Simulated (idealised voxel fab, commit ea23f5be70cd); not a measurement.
Process module heading - voxel ribs on slabs
150 nm wide, 5 nm square cells: that's cross-section cut.
Think of the cross-section as a grid of square cells. We describe it in bands, top to bottom, and each band covers one or more rows of those cells. Top, bottom (nm), then materials left to right with widths (nm); lone material tagged "everywhere" fills the whole band edge to edge; "empty" = empty space. A quick word on heights: they are counted from 0, and under that level the wafer as it came to us is one material throughout. The lowest band is different from the rest in having no bottom; it simply continues downward, written as in "0 down". A two-number width, for instance "30->40", indicates that the width is equal to the first number in the top row of the band and to the second number in the bottom row, and that it changes by a constant amount per row of cells. The designation "nothing altered", where it is given for a processing step, indicates that no cell of the cross-section was altered in the course of that step. "Voids, sealed" - sealed voids, min. 8 cells, no opening to top; format: width x height at distance (distance from left edge; nm throughout). Where a step's line continues beyond its settings, the continuation is a remark by the simulator itself on that step. The line of a step may include "overlay nm". On a step with a mask, this value is how far to the right of its planned place the mask lay. A negative value means the mask lay to the left.
THE FOLLOWING LIST GIVES THE PLANNED PROCESS STEPS
1 op RECEIVE | material Si
2 op DIRECTIONAL_DEP | material SiO2 | thk nm 25
3 op DIRECTIONAL_DEP | material SiN | thk nm 15
4 op PATTERN | tone cover | mask id RIB | material resist | width nm 15 | thk nm 15 | overlay nm 0
5 op DIRECTIONAL_ETCH | etch materials SiN | depth nm 10
6 op STRIP | etch materials resist
7 op MASKED_ETCH | tone cover | mask id SLAB | width nm 55 | etch materials SiN | depth nm 5 | overlay nm 0
8 op FILL_DEP | material SiO2 | thk nm 15
9 op CMP | height nm 50
10 op DIRECTIONAL_DEP | material TiN | thk nm 5
11 op PATTERN | tone cover | mask id HEATER | material resist | width nm 25 | thk nm 20 | overlay nm 0
12 op DIRECTIONAL_ETCH | etch materials TiN | depth nm 5
13 op STRIP | etch materials resist
14 op CONFORMAL_DEP | material SiN | thk nm 5
INCOMING WAFER, CROSS-SECTIONAL VIEW, POST STEP 1
	0 down = Si everywhere
	Voids, sealed: none
AS-PLANNED RUN: CROSS-SECTION OF THE FIRST OF TWO WAFERS AT END OF MODULE
	60 to 55 = 55 nm empty  35 nm SiN  60 nm empty
	55 to 50 = 60 nm SiN  25 nm TiN  65 nm SiN
	50 to 40 = SiO2 everywhere
	40 to 30 = 65 nm SiO2  15 nm SiN  70 nm SiO2
	30 to 25 = 45 nm SiO2  55 nm SiN  50 nm SiO2
	25 to 0 = SiO2 everywhere
	0 down = Si everywhere
	Voids, sealed: none
CROSS-SECTION AT END OF MODULE FOR THE SECOND WAFER OF TWO, WHICH MATCHED THE FIRST IN STARTING POINT AND PLAN AND DIFFERED BY ONE MISTAKE IN ITS PROCESSING
	60 to 55 = 55 nm empty  35 nm SiN  60 nm empty
	55 to 50 = 60 nm SiN  25 nm TiN  65 nm SiN
	50 to 40 = 65->45 nm SiO2  15->55 nm SiN  70->50 nm SiO2
	40 to 25 = SiN everywhere
	25 to 0 = SiO2 everywhere
	0 down = Si everywhere
	Voids, sealed: none
Plan not followed: heads up, step 3 of the plan got done twice
End of process, cell counts, second wafer against first, materials with more or fewer: 87 more of SiN; 87 fewer of SiO2
